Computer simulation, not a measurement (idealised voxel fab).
process module | voxel plated lines
cross-section cut | 225 nm wide | cells 5 nm
A cross-section is a grid of square cells, given in bands from the top down. A band is one or more rows of cells.
Each band's line starts with the height of the band's top and of its bottom, in nm. Then come its materials from left to right, each with its width in nm. One material with "throughout" fills the band from edge to edge. "air" is empty space.
Height 0 is the level under which the wafer as received is all one material. The lowest band goes on downwards, as in "0 down".
A width such as "30 to 40" changes by the same amount from each row of cells to the next, from the band's top row to its bottom row.
"no change" after a step means that no cell of the cross-section changed.
closed voids: empty space of 8 cells or more with no open way to the top, each as width x height at its distance from the left edge, in nm
after a step's settings: what the simulator itself notes on the step
overlay nm, on a step with a mask: how far to the right of its planned place the mask lay; to the left if negative
plan
1 op RECEIVE | material Si
2 op CONFORMAL_DEP | material Al2O3 | thk nm 5
3 op DIRECTIONAL_DEP | material TiN | thk nm 5
4 op PATTERN | tone open | mask id LINES | material resist | width nm 20 | pitch nm 35 | thk nm 40 | overlay nm 0
5 op EPI | material Ru | thk nm 5
6 op EPI | material Ru | thk nm 10
7 op EPI | material Ru | thk nm 5
8 op STRIP | etch materials resist
9 op DIRECTIONAL_ETCH | etch materials TiN | depth nm 5
10 op CONFORMAL_DEP | material SiN | thk nm 5
as received, after step 1
  0 down: Si throughout
  closed voids: none
first wafer at the end, as planned
  35 to 30: air 45 | SiN 30 | air 5 | SiN 30 | air 5 | SiN 30 | air 5 | SiN 30 | air 45
  30 to 10: air 45 | SiN 5 | Ru 20 | SiN 5 | air 5 | SiN 5 | Ru 20 | SiN 5 | air 5 | SiN 5 | Ru 20 | SiN 5 | air 5 | SiN 5 | Ru 20 | SiN 5 | air 45
  10 to 5: SiN 50 | TiN 20 | SiN 15 | TiN 20 | SiN 15 | TiN 20 | SiN 15 | TiN 20 | SiN 50
  5 to 0: Al2O3 throughout
  0 down: Si throughout
  closed voids: none
second wafer at the end: like start, like plan, one mistake
  45 to 30: air 35 | SiN 155 | air 35
  30 to 20: air 35 | SiN 15 | Ru 20 | SiN 15 | Ru 20 | SiN 15 | Ru 20 | SiN 15 | Ru 20 | SiN 15 | air 35
  20 to 10: SiN 50 | Ru 20 | SiN 15 | Ru 20 | SiN 15 | Ru 20 | SiN 15 | Ru 20 | SiN 50
  10 to 5: SiN 50 | TiN 20 | SiN 15 | TiN 20 | SiN 15 | TiN 20 | SiN 15 | TiN 20 | SiN 50
  5 to 0: Al2O3 throughout
  0 down: Si throughout
  closed voids: none
what went wrong: step 10 ran as: op CONFORMAL_DEP | material SiN | thk nm 15
at the end the second wafer has, in cells: 125 more of SiN
